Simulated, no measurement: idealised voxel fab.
Process module, titled voxel local oxidation
Cross-sectional view cut (width: 205 nm; square cell size: 5 nm).
Format of a cross-section: grid, square cells. Given as bands. Order: top down. Band: one or more rows of cells. Band: top height; bottom height; in nm. Then, left to right: material with width in nm, for each material. "all across": a single material spanning edge to edge. "empty": empty space. Height is counted from the level 0, under which the received wafer is composed throughout of one material. The lowest of the bands is not closed at the bottom but continues downward, in the notation "0 and below". A two-number width, for instance "30 to 40", indicates that the width is equal to the first number in the top row of the band and to the second number in the bottom row, and that it changes by a constant amount per row of cells. Step marked "remains unaltered"? Then no cell in the cross-section changed in it. "closed voids" contains a list of empty spaces, each no smaller than 8 cells and without an open way to the top, written in the form width x height at distance with the distance from the left edge and all three in nm. Where a step's line continues beyond its settings, the continuation is a remark by the simulator itself on that step. overlay nm: mask right of planned place by this much (step with mask). Neg. = left.

Plan:
- 1: RECEIVE, material Si
- 2: CONFORMAL_DEP, material SiO2, thk nm 5
- 3: CONFORMAL_DEP, material SiN, thk nm 10
- 4: DIRECTIONAL_DEP, material aC, thk nm 15
- 5: PATTERN, tone cover, mask id ACTIVE, material resist, width nm 105, thk nm 30, overlay nm -15
- 6: DIRECTIONAL_ETCH, etch materials aC, depth nm 15
- 7: STRIP, etch materials resist
- 8: DIRECTIONAL_ETCH, etch materials SiN, depth nm 10
- 9: STRIP, etch materials aC
- 10: SELECTIVE_ETCH, etch materials SiO2, depth nm 5
- 11: OXIDIZE, depth nm 15
- 12: STRIP, etch materials SiN
Quick note for whoever runs this: the wafers start identical, but the overlay nm at step 5 isn't the same across them. The plan just shows what the first wafer had.

Step 1 complete: as-received cross-section of the first of several wafers:
	0 and below = Si all across
	closed voids: none

Heads up, this table goes wafer by wafer. A row tells you, at the end of the module, how many cells of each material that wafer has put on (+) or dropped (-) since it was received, and then its closed voids:
overlay nm -15, -84 Si, +103 SiO2, closed voids: none
overlay nm -10, -84 Si, +103 SiO2, closed voids: none
overlay nm -5, -84 Si, +103 SiO2, closed voids: none
overlay nm 0, -84 Si, +103 SiO2, closed voids: none
overlay nm 5, -84 Si, +103 SiO2, closed voids: none
overlay nm 10, -84 Si, +103 SiO2, closed voids: none
overlay nm 15, -84 Si, +103 SiO2, closed voids: none
